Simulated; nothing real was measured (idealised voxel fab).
process module | voxel capacitor over wiring
cross-section cut | 275 nm wide | cells 5 nm
A cross-section is a grid of square cells, given in bands from the top down. A band is one or more rows of cells.
Each band's line starts with the height of the band's top and of its bottom, in nm. Then come its materials from left to right, each with its width in nm. One material with "throughout" fills the band from edge to edge. "air" is empty space.
Height 0 is the level under which the wafer as received is all one material. The lowest band goes on downwards, as in "0 down".
A width such as "30 to 40" changes by the same amount from each row of cells to the next, from the band's top row to its bottom row.
"no change" after a step means that no cell of the cross-section changed.
closed voids: empty space of 8 cells or more with no open way to the top, each as width x height at its distance from the left edge, in nm
after a step's settings: what the simulator itself notes on the step
overlay nm, on a step with a mask: how far to the right of its planned place the mask lay; to the left if negative
Each pair below shows a cross-section before one step and the cross-section after it, down to the lowest band that changed. The line under each pair gives the step between them, with its settings. The pairs can come from different runs of this module on the same starting wafer, so a pair continues from the pair above only where its "before" says so.
before
  0 down: Si throughout
  closed voids: none
after
  10 to 0: SiO2 throughout
  below 0: unchanged
  closed voids: none
the step between: op CONFORMAL_DEP | material SiO2 | thk nm 10
before: the cross-section after the pair above
after
  15 to 10: TiN throughout
  below 10: unchanged
  closed voids: none
the step between: op DIRECTIONAL_DEP | material TiN | thk nm 5
before: the cross-section after the pair above
after
  30 to 15: Ru throughout
  below 15: unchanged
  closed voids: none
the step between: op DIRECTIONAL_DEP | material Ru | thk nm 15
before: the cross-section after the pair above
after
  40 to 30: aC throughout
  below 30: unchanged
  closed voids: none
the step between: op DIRECTIONAL_DEP | material aC | thk nm 10
before: the cross-section after the pair above
after
  70 to 40: air 80 | resist 25 | air 60 | resist 25 | air 85
  below 40: unchanged
  closed voids: none
the step between: op PATTERN | tone cover | mask id METAL_1 | material resist | width nm 25 | pitch nm 85 | thk nm 30 | overlay nm 0
before: the cross-section after the pair above
after
  60 to 40: air 80 | resist 25 | air 60 | resist 25 | air 85
  40 to 30: air 80 | aC 25 | air 60 | aC 25 | air 85
  below 30: unchanged
  closed voids: none
the step between: op DIRECTIONAL_ETCH | etch materials aC | depth nm 10
before: the cross-section after the pair above
after
  40 to 30: air 80 | aC 25 | air 60 | aC 25 | air 85
  below 30: unchanged
  closed voids: none
the step between: op STRIP | etch materials resist
before: the cross-section after the pair above
after
  40 to 30: air 80 | aC 25 | air 60 | aC 25 | air 85
  30 to 15: air 80 | Ru 25 | air 60 | Ru 25 | air 85
  below 15: unchanged
  closed voids: none
the step between: op DIRECTIONAL_ETCH | etch materials Ru | depth nm 15
before: the cross-section after the pair above
after
  40 to 30: air 80 | aC 25 | air 60 | aC 25 | air 85
  30 to 15: air 80 | Ru 25 | air 60 | Ru 25 | air 85
  15 to 10: air 80 | TiN 25 | air 60 | TiN 25 | air 85
  below 10: unchanged
  closed voids: none
the step between: op DIRECTIONAL_ETCH | etch materials TiN | depth nm 5
before: the cross-section after the pair above
after
  30 to 15: air 80 | Ru 25 | air 60 | Ru 25 | air 85
  below 15: unchanged
  closed voids: none
the step between: op STRIP | etch materials aC
before: the cross-section after the pair above
after
  35 to 30: air 75 | SiN 35 | air 50 | SiN 35 | air 80
  30 to 15: air 75 | SiN 5 | Ru 25 | SiN 5 | air 50 | SiN 5 | Ru 25 | SiN 5 | air 80
  15 to 10: SiN 80 | TiN 25 | SiN 60 | TiN 25 | SiN 85
  below 10: unchanged
  closed voids: none
the step between: op CONFORMAL_DEP | material SiN | thk nm 5
before: the cross-section after the pair above
after
  40 to 35: lowk throughout
  35 to 30: lowk 75 | SiN 35 | lowk 50 | SiN 35 | lowk 80
  30 to 15: lowk 75 | SiN 5 | Ru 25 | SiN 5 | lowk 50 | SiN 5 | Ru 25 | SiN 5 | lowk 80
  below 15: unchanged
  closed voids: none
the step between: op FILL_DEP | material lowk | thk nm 5
before: the cross-section after the pair above
after
  30 to 15: lowk 75 | SiN 5 | Ru 25 | SiN 5 | lowk 50 | SiN 5 | Ru 25 | SiN 5 | lowk 80
  below 15: unchanged
  closed voids: none
the step between: op CMP | height nm 30
before: the cross-section after the pair above
after
  35 to 30: SiCN throughout
  below 30: unchanged
  closed voids: none
the step between: op CONFORMAL_DEP | material SiCN | thk nm 5
before: the cross-section after the pair above
after
  55 to 35: lowk throughout
  below 35: unchanged
  closed voids: none
the step between: op DIRECTIONAL_DEP | material lowk | thk nm 20
before: the cross-section after the pair above
after
  70 to 55: resist 90 | air 15 | resist 170
  below 55: unchanged
  closed voids: none
the step between: op PATTERN | tone open | mask id PLUG_1 | material resist | width nm 15 | thk nm 15 | overlay nm 0
before: the cross-section after the pair above
after
  70 to 55: resist 90 | air 15 | resist 170
  55 to 35: lowk 90 | air 15 | lowk 170
  below 35: unchanged
  closed voids: none
the step between: op DIRECTIONAL_ETCH | etch materials lowk | depth nm 20
before: the cross-section after the pair above
after
  70 to 55: resist 90 | air 15 | resist 170
  55 to 35: lowk 90 | air 15 | lowk 170
  35 to 30: SiCN 90 | air 15 | SiCN 170
  below 30: unchanged
  closed voids: none
the step between: op DIRECTIONAL_ETCH | etch materials SiCN | depth nm 5
before: the cross-section after the pair above
after
  55 to 35: lowk 90 | air 15 | lowk 170
  below 35: unchanged
  closed voids: none
the step between: op STRIP | etch materials resist
before: the cross-section after the pair above
after
  55 to 40: lowk 90 | air 15 | lowk 170
  40 to 35: lowk 90 | Ru 15 | lowk 170
  35 to 30: SiCN 90 | Ru 15 | SiCN 170
  below 30: unchanged
  closed voids: none
the step between: op EPI | material Ru | thk nm 10
before: the cross-section after the pair above
after
  55 to 50: lowk 90 | air 15 | lowk 170
  50 to 35: lowk 90 | Ru 15 | lowk 170
  below 35: unchanged
  closed voids: none
the step between: op EPI | material Ru | thk nm 10
before: the cross-section after the pair above
after
  55 to 35: lowk 90 | Ru 15 | lowk 170
  below 35: unchanged
  closed voids: none
the step between: op EPI | material Ru | thk nm 5
before: the cross-section after the pair above
after
  60 to 55: TiN throughout
  below 55: unchanged
  closed voids: none
the step between: op DIRECTIONAL_DEP | material TiN | thk nm 5
before: the cross-section after the pair above
after
  65 to 60: Al2O3 throughout
  below 60: unchanged
  closed voids: none
the step between: op DIRECTIONAL_DEP | material Al2O3 | thk nm 5
before: the cross-section after the pair above
after
  70 to 65: TiN throughout
  below 65: unchanged
  closed voids: none
the step between: op DIRECTIONAL_DEP | material TiN | thk nm 5
before: the cross-section after the pair above
after
  90 to 70: air 90 | resist 65 | air 120
  below 70: unchanged
  closed voids: none
the step between: op PATTERN | tone cover | mask id UPPER_PLATE | material resist | width nm 65 | thk nm 20 | overlay nm 0
before: the cross-section after the pair above
after
  90 to 70: air 90 | resist 65 | air 120
  70 to 65: air 90 | TiN 65 | air 120
  below 65: unchanged
  closed voids: none
the step between: op DIRECTIONAL_ETCH | etch materials TiN | depth nm 5
before: the cross-section after the pair above
after
  90 to 70: air 90 | resist 65 | air 120
  70 to 65: air 90 | TiN 65 | air 120
  65 to 60: air 90 | Al2O3 65 | air 120
  below 60: unchanged
  closed voids: none
the step between: op DIRECTIONAL_ETCH | etch materials Al2O3 | depth nm 5
before: the cross-section after the pair above
after
  70 to 65: air 90 | TiN 65 | air 120
  below 65: unchanged
  closed voids: none
the step between: op STRIP | etch materials resist
before: the cross-section after the pair above
after
  90 to 70: air 85 | resist 75 | air 115
  70 to 65: air 85 | resist 5 | TiN 65 | resist 5 | air 115
  65 to 60: air 85 | resist 5 | Al2O3 65 | resist 5 | air 115
  below 60: unchanged
  closed voids: none
the step between: op PATTERN | tone cover | mask id LOWER_PLATE | material resist | width nm 75 | thk nm 20 | overlay nm 0
before: the cross-section after the pair above
after
  90 to 70: air 85 | resist 75 | air 115
  70 to 65: air 85 | resist 5 | TiN 65 | resist 5 | air 115
  65 to 60: air 85 | resist 5 | Al2O3 65 | resist 5 | air 115
  60 to 55: air 85 | TiN 75 | air 115
  below 55: unchanged
  closed voids: none
the step between: op DIRECTIONAL_ETCH | etch materials TiN | depth nm 5
before: the cross-section after the pair above
after
  70 to 65: air 90 | TiN 65 | air 120
  65 to 60: air 90 | Al2O3 65 | air 120
  below 60: unchanged
  closed voids: none
the step between: op STRIP | etch materials resist
before: the cross-section after the pair above
after
  90 to 70: SiO2 throughout
  70 to 65: SiO2 90 | TiN 65 | SiO2 120
  65 to 60: SiO2 90 | Al2O3 65 | SiO2 120
  60 to 55: SiO2 85 | TiN 75 | SiO2 115
  below 55: unchanged
  closed voids: none
the step between: op FILL_DEP | material SiO2 | thk nm 20
before: the cross-section after the pair above
after
  85 to 70: SiO2 throughout
  below 70: unchanged
  closed voids: none
the step between: op CMP | height nm 85
before: the cross-section after the pair above
after
  105 to 85: resist 100 | air 15 | resist 160
  below 85: unchanged
  closed voids: none
the step between: op PATTERN | tone open | mask id PLUG_2 | material resist | width nm 15 | thk nm 20 | overlay nm 0
before: the cross-section after the pair above
after
  105 to 85: resist 100 | air 15 | resist 160
  85 to 70: SiO2 100 | air 15 | SiO2 160
  below 70: unchanged
  closed voids: none
the step between: op DIRECTIONAL_ETCH | etch materials SiO2 | depth nm 15
before: the cross-section after the pair above
after
  85 to 70: SiO2 100 | air 15 | SiO2 160
  below 70: unchanged
  closed voids: none
the step between: op STRIP | etch materials resist
before: the cross-section after the pair above
after
  90 to 85: TiN 105 | air 5 | TiN 165
  85 to 75: SiO2 100 | TiN 5 | air 5 | TiN 5 | SiO2 160
  75 to 65: SiO2 100 to 90 | TiN 15 to 65 | SiO2 160 to 120
  below 65: unchanged
  closed voids: none
the step between: op CONFORMAL_DEP | material TiN | thk nm 5
before: the cross-section after the pair above
after
  95 to 90: W throughout
  90 to 85: TiN 105 | W 5 | TiN 165
  85 to 75: SiO2 100 | TiN 5 | W 5 | TiN 5 | SiO2 160
  below 75: unchanged
  closed voids: none
the step between: op FILL_DEP | material W | thk nm 5
before: the cross-section after the pair above
after
  85 to 75: SiO2 100 | TiN 5 | W 5 | TiN 5 | SiO2 160
  below 75: unchanged
  closed voids: none
the step between: op CMP | height nm 85
before: the cross-section after the pair above
after
  90 to 85: SiCN throughout
  below 85: unchanged
  closed voids: none
the step between: op CONFORMAL_DEP | material SiCN | thk nm 5
before
  60 to 55: TiN throughout
  55 to 35: lowk 90 | Ru 15 | lowk 170
  35 to 30: SiCN 90 | Ru 15 | SiCN 170
  30 to 15: lowk 75 | SiN 5 | Ru 25 | SiN 5 | lowk 50 | SiN 5 | Ru 25 | SiN 5 | lowk 80
  15 to 10: SiN 80 | TiN 25 | SiN 60 | TiN 25 | SiN 85
  10 to 0: SiO2 throughout
  0 down: Si throughout
  closed voids: none
after
  65 to 55: TiN throughout
  below 55: unchanged
  closed voids: none
the step between: op DIRECTIONAL_DEP | material TiN | thk nm 5
before: the cross-section after the pair above
after
  85 to 65: air 90 | resist 65 | air 120
  below 65: unchanged
  closed voids: none
the step between: op PATTERN | tone cover | mask id UPPER_PLATE | material resist | width nm 65 | thk nm 20 | overlay nm 0
before: the cross-section after the pair above
after
  85 to 65: air 90 | resist 65 | air 120
  65 to 60: air 90 | TiN 65 | air 120
  below 60: unchanged
  closed voids: none
the step between: op DIRECTIONAL_ETCH | etch materials TiN | depth nm 5
before: the cross-section after the pair above
after
  65 to 60: air 90 | TiN 65 | air 120
  below 60: unchanged
  closed voids: none
the step between: op STRIP | etch materials resist
before: the cross-section after the pair above
after
  85 to 65: air 85 | resist 75 | air 115
  65 to 60: air 85 | resist 5 | TiN 65 | resist 5 | air 115
  below 60: unchanged
  closed voids: none
the step between: op PATTERN | tone cover | mask id LOWER_PLATE | material resist | width nm 75 | thk nm 20 | overlay nm 0
before: the cross-section after the pair above
after
  85 to 65: air 85 | resist 75 | air 115
  65 to 60: air 85 | resist 5 | TiN 65 | resist 5 | air 115
  60 to 55: air 85 | TiN 75 | air 115
  below 55: unchanged
  closed voids: none
the step between: op DIRECTIONAL_ETCH | etch materials TiN | depth nm 5
before: the cross-section after the pair above
after
  65 to 55: air 90 to 85 | TiN 65 to 75 | air 120 to 115
  below 55: unchanged
  closed voids: none
the step between: op STRIP | etch materials resist
before: the cross-section after the pair above
after
  85 to 65: SiO2 throughout
  65 to 55: SiO2 90 to 85 | TiN 65 to 75 | SiO2 120 to 115
  below 55: unchanged
  closed voids: none
the step between: op FILL_DEP | material SiO2 | thk nm 20
before: the cross-section after the pair above
after
  105 to 85: resist 100 | air 15 | resist 160
  below 85: unchanged
  closed voids: none
the step between: op PATTERN | tone open | mask id PLUG_2 | material resist | width nm 15 | thk nm 20 | overlay nm 0
before: the cross-section after the pair above
after
  105 to 85: resist 100 | air 15 | resist 160
  85 to 70: SiO2 100 | air 15 | SiO2 160
  below 70: unchanged
  closed voids: none
the step between: op DIRECTIONAL_ETCH | etch materials SiO2 | depth nm 15
before: the cross-section after the pair above
after
  85 to 70: SiO2 100 | air 15 | SiO2 160
  below 70: unchanged
  closed voids: none
the step between: op STRIP | etch materials resist
before: the cross-section after the pair above
after
  90 to 85: TiN 105 | air 5 | TiN 165
  85 to 75: SiO2 100 | TiN 5 | air 5 | TiN 5 | SiO2 160
  75 to 70: SiO2 100 | TiN 15 | SiO2 160
  below 70: unchanged
  closed voids: none
the step between: op CONFORMAL_DEP | material TiN | thk nm 5
before: the cross-section after the pair above
after
  95 to 90: W throughout
  90 to 85: TiN 105 | W 5 | TiN 165
  85 to 75: SiO2 100 | TiN 5 | W 5 | TiN 5 | SiO2 160
  below 75: unchanged
  closed voids: none
the step between: op FILL_DEP | material W | thk nm 5
before: the cross-section after the pair above
after
  85 to 75: SiO2 100 | TiN 5 | W 5 | TiN 5 | SiO2 160
  below 75: unchanged
  closed voids: none
the step between: op CMP | height nm 85
before: the cross-section after the pair above
after
  90 to 85: SiCN throughout
  below 85: unchanged
  closed voids: none
the step between: op CONFORMAL_DEP | material SiCN | thk nm 5
before
  55 to 50: lowk 90 | air 15 | lowk 170
  50 to 35: lowk 90 | Ru 15 | lowk 170
  35 to 30: SiCN 90 | Ru 15 | SiCN 170
  30 to 15: lowk 75 | SiN 5 | Ru 25 | SiN 5 | lowk 50 | SiN 5 | Ru 25 | SiN 5 | lowk 80
  15 to 10: SiN 80 | TiN 25 | SiN 60 | TiN 25 | SiN 85
  10 to 0: SiO2 throughout
  0 down: Si throughout
  closed voids: none
after
  60 to 55: air 85 | Ru 25 | air 165
  55 to 35: lowk 90 | Ru 15 | lowk 170
  below 35: unchanged
  closed voids: none
the step between: op EPI | material Ru | thk nm 10
before: the cross-section after the pair above
after
  65 to 55: air 80 | Ru 35 | air 160
  below 55: unchanged
  closed voids: none
the step between: op EPI | material Ru | thk nm 5
before: the cross-section after the pair above
after
  70 to 65: air 80 | TiN 35 | air 160
  65 to 60: air 80 | Ru 35 | air 160
  60 to 55: TiN 80 | Ru 35 | TiN 160
  below 55: unchanged
  closed voids: none
the step between: op DIRECTIONAL_DEP | material TiN | thk nm 5
before: the cross-section after the pair above
after
  75 to 70: air 80 | Al2O3 35 | air 160
  70 to 65: air 80 | TiN 35 | air 160
  65 to 60: Al2O3 80 | Ru 35 | Al2O3 160
  below 60: unchanged
  closed voids: none
the step between: op DIRECTIONAL_DEP | material Al2O3 | thk nm 5
before: the cross-section after the pair above
after
  80 to 75: air 80 | TiN 35 | air 160
  75 to 70: air 80 | Al2O3 35 | air 160
  70 to 65: TiN throughout
  below 65: unchanged
  closed voids: none
the step between: op DIRECTIONAL_DEP | material TiN | thk nm 5
before: the cross-section after the pair above
after
  100 to 80: air 90 | resist 65 | air 120
  80 to 75: air 80 | TiN 35 | resist 40 | air 120
  75 to 70: air 80 | Al2O3 35 | resist 40 | air 120
  below 70: unchanged
  closed voids: none
the step between: op PATTERN | tone cover | mask id UPPER_PLATE | material resist | width nm 65 | thk nm 20 | overlay nm 0
before: the cross-section after the pair above
after
  100 to 80: air 90 | resist 65 | air 120
  80 to 75: air 90 | TiN 25 | resist 40 | air 120
  75 to 70: air 80 | Al2O3 35 | resist 40 | air 120
  70 to 65: air 80 | TiN 75 | air 120
  below 65: unchanged
  closed voids: none
the step between: op DIRECTIONAL_ETCH | etch materials TiN | depth nm 5
before: the cross-section after the pair above
after
  100 to 80: air 90 | resist 65 | air 120
  80 to 75: air 90 | TiN 25 | resist 40 | air 120
  75 to 70: air 90 | Al2O3 25 | resist 40 | air 120
  70 to 65: air 80 | TiN 75 | air 120
  65 to 60: air 80 | Ru 35 | Al2O3 40 | air 120
  below 60: unchanged
  closed voids: none
the step between: op DIRECTIONAL_ETCH | etch materials Al2O3 | depth nm 5
before: the cross-section after the pair above
after
  80 to 75: air 90 | TiN 25 | air 160
  75 to 70: air 90 | Al2O3 25 | air 160
  below 70: unchanged
  closed voids: none
the step between: op STRIP | etch materials resist
before: the cross-section after the pair above
after
  100 to 80: air 85 | resist 75 | air 115
  80 to 75: air 85 | resist 5 | TiN 25 | resist 45 | air 115
  75 to 70: air 85 | resist 5 | Al2O3 25 | resist 45 | air 115
  70 to 65: air 80 | TiN 75 | resist 5 | air 115
  65 to 60: air 80 | Ru 35 | Al2O3 40 | resist 5 | air 115
  below 60: unchanged
  closed voids: none
the step between: op PATTERN | tone cover | mask id LOWER_PLATE | material resist | width nm 75 | thk nm 20 | overlay nm 0
before: the cross-section after the pair above
after
  100 to 80: air 85 | resist 75 | air 115
  80 to 75: air 85 | resist 5 | TiN 25 | resist 45 | air 115
  75 to 70: air 85 | resist 5 | Al2O3 25 | resist 45 | air 115
  70 to 65: air 85 | TiN 70 | resist 5 | air 115
  65 to 60: air 80 | Ru 35 | Al2O3 40 | resist 5 | air 115
  60 to 55: air 80 | Ru 35 | TiN 45 | air 115
  below 55: unchanged
  closed voids: none
the step between: op DIRECTIONAL_ETCH | etch materials TiN | depth nm 5
before: the cross-section after the pair above
after
  80 to 75: air 90 | TiN 25 | air 160
  75 to 70: air 90 | Al2O3 25 | air 160
  70 to 65: air 85 | TiN 70 | air 120
  65 to 60: air 80 | Ru 35 | Al2O3 40 | air 120
  below 60: unchanged
  closed voids: none
the step between: op STRIP | etch materials resist
before: the cross-section after the pair above
after
  100 to 80: SiO2 throughout
  80 to 75: SiO2 90 | TiN 25 | SiO2 160
  75 to 70: SiO2 90 | Al2O3 25 | SiO2 160
  70 to 65: SiO2 85 | TiN 70 | SiO2 120
  65 to 60: SiO2 80 | Ru 35 | Al2O3 40 | SiO2 120
  60 to 55: SiO2 80 | Ru 35 | TiN 45 | SiO2 115
  below 55: unchanged
  closed voids: none
the step between: op FILL_DEP | material SiO2 | thk nm 20
before: the cross-section after the pair above
after
  85 to 80: SiO2 throughout
  below 80: unchanged
  closed voids: none
the step between: op CMP | height nm 85
before: the cross-section after the pair above
after
  105 to 85: resist 100 | air 15 | resist 160
  below 85: unchanged
  closed voids: none
the step between: op PATTERN | tone open | mask id PLUG_2 | material resist | width nm 15 | thk nm 20 | overlay nm 0
before: the cross-section after the pair above
after
  105 to 85: resist 100 | air 15 | resist 160
  85 to 80: SiO2 100 | air 15 | SiO2 160
  below 80: unchanged
  closed voids: none
the step between: op DIRECTIONAL_ETCH | etch materials SiO2 | depth nm 15
before: the cross-section after the pair above
after
  85 to 80: SiO2 100 | air 15 | SiO2 160
  below 80: unchanged
  closed voids: none
the step between: op STRIP | etch materials resist
before: the cross-section after the pair above
after
  90 to 85: TiN 105 | air 5 | TiN 165
  85 to 75: SiO2 100 to 90 | TiN 15 to 25 | SiO2 160
  below 75: unchanged
  closed voids: none
the step between: op CONFORMAL_DEP | material TiN | thk nm 5
before: the cross-section after the pair above
after
  95 to 90: W throughout
  90 to 85: TiN 105 | W 5 | TiN 165
  below 85: unchanged
  closed voids: none
the step between: op FILL_DEP | material W | thk nm 5
before: the cross-section after the pair above
after
  85 to 75: SiO2 100 to 90 | TiN 15 to 25 | SiO2 160
  below 75: unchanged
  closed voids: none
the step between: op CMP | height nm 85
before: the cross-section after the pair above
after
  90 to 85: SiCN throughout
  below 85: unchanged
  closed voids: none
the step between: op CONFORMAL_DEP | material SiCN | thk nm 5
before
  55 to 50: lowk 90 | air 15 | lowk 170
  50 to 35: lowk 90 | Ru 15 | lowk 170
  35 to 30: SiCN 90 | Ru 15 | SiCN 170
  30 to 15: lowk 75 | SiN 5 | Ru 25 | SiN 5 | lowk 50 | SiN 5 | Ru 25 | SiN 5 | lowk 80
  15 to 10: SiN 80 | TiN 25 | SiN 60 | TiN 25 | SiN 85
  10 to 0: SiO2 throughout
  0 down: Si throughout
  closed voids: none
after
  60 to 55: TiN 90 | air 15 | TiN 170
  55 to 50: lowk 90 | TiN 15 | lowk 170
  below 50: unchanged
  closed voids: none
the step between: op DIRECTIONAL_DEP | material TiN | thk nm 5
before: the cross-section after the pair above
after
  65 to 60: Ru 95 | air 5 | Ru 175
  60 to 55: TiN 90 | Ru 15 | TiN 170
  below 55: unchanged
  closed voids: none
the step between: op EPI | material Ru | thk nm 5
before: the cross-section after the pair above
after
  70 to 65: Al2O3 95 | air 5 | Al2O3 175
  65 to 60: Ru 95 | Al2O3 5 | Ru 175
  below 60: unchanged
  closed voids: none
the step between: op DIRECTIONAL_DEP | material Al2O3 | thk nm 5
before: the cross-section after the pair above
after
  75 to 70: TiN 95 | air 5 | TiN 175
  70 to 65: Al2O3 95 | TiN 5 | Al2O3 175
  below 65: unchanged
  closed voids: none
the step between: op DIRECTIONAL_DEP | material TiN | thk nm 5
before: the cross-section after the pair above
after
  95 to 75: air 90 | resist 65 | air 120
  75 to 70: TiN 95 | resist 5 | TiN 175
  below 70: unchanged
  closed voids: none
the step between: op PATTERN | tone cover | mask id UPPER_PLATE | material resist | width nm 65 | thk nm 20 | overlay nm 0
before: the cross-section after the pair above
after
  95 to 75: air 90 | resist 65 | air 120
  75 to 70: air 90 | TiN 5 | resist 5 | TiN 55 | air 120
  below 70: unchanged
  closed voids: none
the step between: op DIRECTIONAL_ETCH | etch materials TiN | depth nm 5
before: the cross-section after the pair above
after
  95 to 75: air 90 | resist 65 | air 120
  75 to 70: air 90 | TiN 5 | resist 5 | TiN 55 | air 120
  70 to 65: air 90 | Al2O3 5 | TiN 5 | Al2O3 55 | air 120
  below 65: unchanged
  closed voids: none
the step between: op DIRECTIONAL_ETCH | etch materials Al2O3 | depth nm 5
before: the cross-section after the pair above
after
  75 to 70: air 90 | TiN 5 | air 5 | TiN 55 | air 120
  below 70: unchanged
  closed voids: none
the step between: op STRIP | etch materials resist
before: the cross-section after the pair above
after
  95 to 75: air 85 | resist 75 | air 115
  75 to 70: air 85 | resist 5 | TiN 5 | resist 5 | TiN 55 | resist 5 | air 115
  70 to 65: air 85 | resist 5 | Al2O3 5 | TiN 5 | Al2O3 55 | resist 5 | air 115
  below 65: unchanged
  closed voids: none
the step between: op PATTERN | tone cover | mask id LOWER_PLATE | material resist | width nm 75 | thk nm 20 | overlay nm 0
before: the cross-section after the pair above
after
  75 to 70: air 90 | TiN 5 | air 5 | TiN 55 | air 120
  70 to 65: air 90 | Al2O3 5 | TiN 5 | Al2O3 55 | air 120
  below 65: unchanged
  closed voids: none
the step between: op STRIP | etch materials resist
before: the cross-section after the pair above
after
  95 to 75: SiO2 throughout
  75 to 70: SiO2 90 | TiN 5 | SiO2 5 | TiN 55 | SiO2 120
  70 to 65: SiO2 90 | Al2O3 5 | TiN 5 | Al2O3 55 | SiO2 120
  below 65: unchanged
  closed voids: none
the step between: op FILL_DEP | material SiO2 | thk nm 20
before: the cross-section after the pair above
after
  85 to 75: SiO2 throughout
  below 75: unchanged
  closed voids: none
the step between: op CMP | height nm 85
before: the cross-section after the pair above
after
  105 to 85: resist 100 | air 15 | resist 160
  below 85: unchanged
  closed voids: none
the step between: op PATTERN | tone open | mask id PLUG_2 | material resist | width nm 15 | thk nm 20 | overlay nm 0
before: the cross-section after the pair above
after
  105 to 85: resist 100 | air 15 | resist 160
  85 to 75: SiO2 100 | air 15 | SiO2 160
  below 75: unchanged
  closed voids: none
the step between: op DIRECTIONAL_ETCH | etch materials SiO2 | depth nm 15
before: the cross-section after the pair above
after
  85 to 75: SiO2 100 | air 15 | SiO2 160
  below 75: unchanged
  closed voids: none
the step between: op STRIP | etch materials resist
before: the cross-section after the pair above
after
  90 to 85: TiN 105 | air 5 | TiN 165
  85 to 80: SiO2 100 | TiN 5 | air 5 | TiN 5 | SiO2 160
  80 to 75: SiO2 100 | TiN 15 | SiO2 160
  below 75: unchanged
  closed voids: none
the step between: op CONFORMAL_DEP | material TiN | thk nm 5
before: the cross-section after the pair above
after
  95 to 90: W throughout
  90 to 85: TiN 105 | W 5 | TiN 165
  85 to 80: SiO2 100 | TiN 5 | W 5 | TiN 5 | SiO2 160
  below 80: unchanged
  closed voids: none
the step between: op FILL_DEP | material W | thk nm 5
before: the cross-section after the pair above
after
  85 to 80: SiO2 100 | TiN 5 | W 5 | TiN 5 | SiO2 160
  below 80: unchanged
  closed voids: none
the step between: op CMP | height nm 85
before: the cross-section after the pair above
after
  90 to 85: SiCN throughout
  below 85: unchanged
  closed voids: none
the step between: op CONFORMAL_DEP | material SiCN | thk nm 5
before
  85 to 75: SiO2 100 | TiN 5 | W 5 | TiN 5 | SiO2 160
  75 to 65: SiO2 100 to 90 | TiN 15 to 65 | SiO2 160 to 120
  65 to 60: SiO2 90 | Al2O3 65 | SiO2 120
  60 to 55: SiO2 85 | TiN 75 | SiO2 115
  55 to 35: lowk 90 | Ru 15 | lowk 170
  35 to 30: SiCN 90 | Ru 15 | SiCN 170
  30 to 15: lowk 75 | SiN 5 | Ru 25 | SiN 5 | lowk 50 | SiN 5 | Ru 25 | SiN 5 | lowk 80
  15 to 10: SiN 80 | TiN 25 | SiN 60 | TiN 25 | SiN 85
  10 to 0: SiO2 throughout
  0 down: Si throughout
  closed voids: none
after
  100 to 85: SiCN throughout
  below 85: unchanged
  closed voids: none
the step between: op CONFORMAL_DEP | material SiCN | thk nm 15
before
  70 to 65: TiN throughout
  65 to 60: Al2O3 throughout
  60 to 55: TiN throughout
  55 to 35: lowk 90 | Ru 15 | lowk 170
  35 to 30: SiCN 90 | Ru 15 | SiCN 170
  30 to 15: lowk 75 | SiN 5 | Ru 25 | SiN 5 | lowk 50 | SiN 5 | Ru 25 | SiN 5 | lowk 80
  15 to 10: SiN 80 | TiN 25 | SiN 60 | TiN 25 | SiN 85
  10 to 0: SiO2 throughout
  0 down: Si throughout
  closed voids: none
after
  90 to 70: air 95 | resist 60 | air 120
  below 70: unchanged
  closed voids: none
the step between: op PATTERN | tone cover | mask id UPPER_PLATE | material resist | width nm 60 | thk nm 20 | overlay nm 0
before: the cross-section after the pair above
after
  90 to 70: air 95 | resist 60 | air 120
  70 to 65: air 95 | TiN 60 | air 120
  below 65: unchanged
  closed voids: none
the step between: op DIRECTIONAL_ETCH | etch materials TiN | depth nm 5
before: the cross-section after the pair above
after
  90 to 70: air 95 | resist 60 | air 120
  70 to 65: air 95 | TiN 60 | air 120
  65 to 60: air 95 | Al2O3 60 | air 120
  below 60: unchanged
  closed voids: none
the step between: op DIRECTIONAL_ETCH | etch materials Al2O3 | depth nm 5
before: the cross-section after the pair above
after
  70 to 65: air 95 | TiN 60 | air 120
  below 65: unchanged
  closed voids: none
the step between: op STRIP | etch materials resist
before: the cross-section after the pair above
after
  90 to 70: air 85 | resist 75 | air 115
  70 to 65: air 85 | resist 10 | TiN 60 | resist 5 | air 115
  65 to 60: air 85 | resist 10 | Al2O3 60 | resist 5 | air 115
  below 60: unchanged
  closed voids: none
the step between: op PATTERN | tone cover | mask id LOWER_PLATE | material resist | width nm 75 | thk nm 20 | overlay nm 0
before: the cross-section after the pair above
after
  90 to 70: air 85 | resist 75 | air 115
  70 to 65: air 85 | resist 10 | TiN 60 | resist 5 | air 115
  65 to 60: air 85 | resist 10 | Al2O3 60 | resist 5 | air 115
  60 to 55: air 85 | TiN 75 | air 115
  below 55: unchanged
  closed voids: none
the step between: op DIRECTIONAL_ETCH | etch materials TiN | depth nm 5
before: the cross-section after the pair above
after
  70 to 65: air 95 | TiN 60 | air 120
  65 to 60: air 95 | Al2O3 60 | air 120
  below 60: unchanged
  closed voids: none
the step between: op STRIP | etch materials resist
before: the cross-section after the pair above
after
  90 to 70: SiO2 throughout
  70 to 65: SiO2 95 | TiN 60 | SiO2 120
  65 to 60: SiO2 95 | Al2O3 60 | SiO2 120
  60 to 55: SiO2 85 | TiN 75 | SiO2 115
  below 55: unchanged
  closed voids: none
the step between: op FILL_DEP | material SiO2 | thk nm 20
before: the cross-section after the pair above
after
  85 to 70: SiO2 throughout
  below 70: unchanged
  closed voids: none
the step between: op CMP | height nm 85
before: the cross-section after the pair above
after
  105 to 85: resist 100 | air 15 | resist 160
  below 85: unchanged
  closed voids: none
the step between: op PATTERN | tone open | mask id PLUG_2 | material resist | width nm 15 | thk nm 20 | overlay nm 0
before: the cross-section after the pair above
after
  105 to 85: resist 100 | air 15 | resist 160
  85 to 70: SiO2 100 | air 15 | SiO2 160
  below 70: unchanged
  closed voids: none
the step between: op DIRECTIONAL_ETCH | etch materials SiO2 | depth nm 15
before: the cross-section after the pair above
after
  85 to 70: SiO2 100 | air 15 | SiO2 160
  below 70: unchanged
  closed voids: none
the step between: op STRIP | etch materials resist
before: the cross-section after the pair above
after
  90 to 85: TiN 105 | air 5 | TiN 165
  85 to 75: SiO2 100 | TiN 5 | air 5 | TiN 5 | SiO2 160
  75 to 65: SiO2 100 to 95 | TiN 15 to 60 | SiO2 160 to 120
  below 65: unchanged
  closed voids: none
the step between: op CONFORMAL_DEP | material TiN | thk nm 5
before: the cross-section after the pair above
after
  95 to 90: W throughout
  90 to 85: TiN 105 | W 5 | TiN 165
  85 to 75: SiO2 100 | TiN 5 | W 5 | TiN 5 | SiO2 160
  below 75: unchanged
  closed voids: none
the step between: op FILL_DEP | material W | thk nm 5
before: the cross-section after the pair above
after
  85 to 75: SiO2 100 | TiN 5 | W 5 | TiN 5 | SiO2 160
  below 75: unchanged
  closed voids: none
the step between: op CMP | height nm 85
before: the cross-section after the pair above
after
  90 to 85: SiCN throughout
  below 85: unchanged
  closed voids: none
the step between: op CONFORMAL_DEP | material SiCN | thk nm 5
